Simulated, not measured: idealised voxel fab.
voxel self aligned vias: a process module
Pictured: cross-section cut, 170 nm wide, on a grid of 5 nm square cells.
If you're reading a cross-section in this doc, picture square cells in a grid; it comes to you as bands, top ones listed first down to the bottom, and a band can be one or more rows of cells. Band entry format. Leading values: height of top, height of bottom, nm. Remainder: materials in left-to-right order, each with its width in nm. Special words: "throughout" on a single material, which then fills the band edge to edge; "empty", empty space. The level at which height equals 0 is the one under which the wafer, as it arrives, is entirely one material. No lower edge exists for the bottom band, which continues downward and is notated as in "0 and below". Per-row width for "30..40": begins at first number (top row of band), ends at second number (bottom row), increment between rows held constant. Any step labelled "remained the same" changed none of the cells in the cross-section. "Sealed voids" - sealed voids, min. 8 cells, no opening to top; format: width x height at distance (distance from left edge; nm throughout). Formally, on a step line, whatever follows the settings is a remark that the simulator itself makes on the step. Among the settings permitted on a step's line is "overlay nm"; applied to a step with a mask, it specifies the extent to which the mask lay to the right of its planned position, whereas a negative figure signifies a position to the left.
THE PROCESS STEPS THAT WERE PLANNED ARE LISTED BELOW
1 RECEIVE: material Si
2 CONFORMAL_DEP: material SiO2, thk nm 10
3 CONFORMAL_DEP: material SiCN, thk nm 5
4 DIRECTIONAL_DEP: material lowk, thk nm 20
5 MASKED_ETCH: tone open, mask id LINES, width nm 30, pitch nm 80, etch materials lowk, depth nm 20, overlay nm 0
6 CONFORMAL_DEP: material TiN, thk nm 5
7 FILL_DEP: material Ru, thk nm 10
8 CMP: height nm 35
9 SELECTIVE_ETCH: etch materials W Ru TiN, depth nm 5
10 FILL_DEP: material SiN, thk nm 5
11 CMP: height nm 35
12 DIRECTIONAL_DEP: material lowk, thk nm 20
13 DIRECTIONAL_DEP: material aC, thk nm 10
14 PATTERN: tone open, mask id VIAS, material resist, width nm 50, thk nm 30, overlay nm 0
15 DIRECTIONAL_ETCH: etch materials aC, depth nm 10
16 STRIP: etch materials resist
17 DIRECTIONAL_ETCH: etch materials lowk, depth nm 20
18 DIRECTIONAL_ETCH: etch materials SiN, depth nm 5
19 STRIP: etch materials aC
20 CONFORMAL_DEP: material TiN, thk nm 5
21 FILL_DEP: material Ru, thk nm 10
22 CMP: height nm 55
23 CONFORMAL_DEP: material SiCN, thk nm 5
INCOMING WAFER, CROSS-SECTIONAL VIEW, POST STEP 1
> 0 and below | Si throughout
> Sealed voids: none
CROSS-SECTIONAL VIEW OF THE FIRST OF THE TWO WAFERS UPON COMPLETION OF THE MODULE, PROCESSED IN ACCORDANCE WITH THE PLAN
> 60 down to 55 | SiCN throughout
> 55 down to 40 | lowk: 20 / TiN: 5 / Ru: 40 / TiN: 5 / lowk: 100
> 40 down to 35 | lowk: 20 / TiN: 15 / Ru: 20 / TiN: 15 / lowk: 100
> 35 down to 30 | lowk: 30 / TiN: 30 / lowk: 50 / SiN: 30 / lowk: 30
> 30 down to 20 | lowk: 30 / TiN: 5 / Ru: 20 / TiN: 5 / lowk: 50 / TiN: 5 / Ru: 20 / TiN: 5 / lowk: 30
> 20 down to 15 | lowk: 30 / TiN: 30 / lowk: 50 / TiN: 30 / lowk: 30
> 15 down to 10 | SiCN throughout
> 10 down to 0 | SiO2 throughout
> 0 and below | Si throughout
> Sealed voids: none
END-OF-MODULE CROSS-SECTION OF THE SECOND WAFER: IDENTICAL STARTING POINT AND PROCESS PLAN TO THE FIRST, WITH ONE PROCESSING MISTAKE
> 60 down to 55 | SiCN throughout
> 55 down to 40 | lowk: 20 / TiN: 5 / Ru: 40 / TiN: 5 / lowk: 100
> 40 down to 35 | lowk: 20 / TiN: 20 / Ru: 10 / TiN: 20 / lowk: 100
> 35 down to 30 | lowk: 35 / TiN: 20 / lowk: 60 / SiN: 20 / lowk: 35
> 30 down to 20 | lowk: 35 / TiN: 5 / Ru: 10 / TiN: 5 / lowk: 60 / TiN: 5 / Ru: 10 / TiN: 5 / lowk: 35
> 20 down to 15 | lowk: 35 / TiN: 20 / lowk: 60 / TiN: 20 / lowk: 35
> 15 down to 10 | SiCN throughout
> 10 down to 0 | SiO2 throughout
> 0 and below | Si throughout
> Sealed voids: none
It is concluded that the wafer was processed incorrectly with respect to the plan, in that rather than as planned, step 5 actually ran as MASKED_ETCH: tone open, mask id LINES, width nm 20, pitch nm 80, etch materials lowk, depth nm 20, overlay nm 0
Per the end-of-run cell counts, the second wafer holds more or fewer of some materials than the first: Ru -10; SiN -2; TiN -4; lowk +16
